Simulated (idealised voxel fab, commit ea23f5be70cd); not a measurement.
process module | voxel local oxidation
cross-section cut | 250 nm wide | cells 5 nm
A cross-section is a grid of square cells, given in bands from the top down. A band is one or more rows of cells.
Each band's line starts with the height of the band's top and of its bottom, in nm. Then come its materials from left to right, each with its width in nm. One material with "throughout" fills the band from edge to edge. "air" is empty space.
Height 0 is the level under which the wafer as received is all one material. The lowest band goes on downwards, as in "0 down".
A width such as "30 to 40" changes by the same amount from each row of cells to the next, from the band's top row to its bottom row.
"no change" after a step means that no cell of the cross-section changed.
closed voids: empty space of 8 cells or more with no open way to the top, each as width x height at its distance from the left edge, in nm
after a step's settings: what the simulator itself notes on the step
overlay nm, on a step with a mask: how far to the right of its planned place the mask lay; to the left if negative
plan
1 op RECEIVE | material Si
2 op CONFORMAL_DEP | material SiO2 | thk nm 5
3 op CONFORMAL_DEP | material SiN | thk nm 15
4 op PATTERN | tone cover | mask id ACTIVE | material resist | width nm 130 | thk nm 15 | overlay nm 0
5 op DIRECTIONAL_ETCH | etch materials SiN | depth nm 15
6 op STRIP | etch materials resist
7 op SELECTIVE_ETCH | etch materials SiO2 | depth nm 5
8 op OXIDIZE | depth nm 15
9 op STRIP | etch materials SiN
as received, after step 1
  0 down: Si throughout
  closed voids: none
a wafer at the end: this start, this plan, one mistake
  0 to -15: air 80 | Si 90 | air 80
  -15 down: Si throughout
  closed voids: none
what went wrong: step 9 ran as: op STRIP | etch materials SiO2
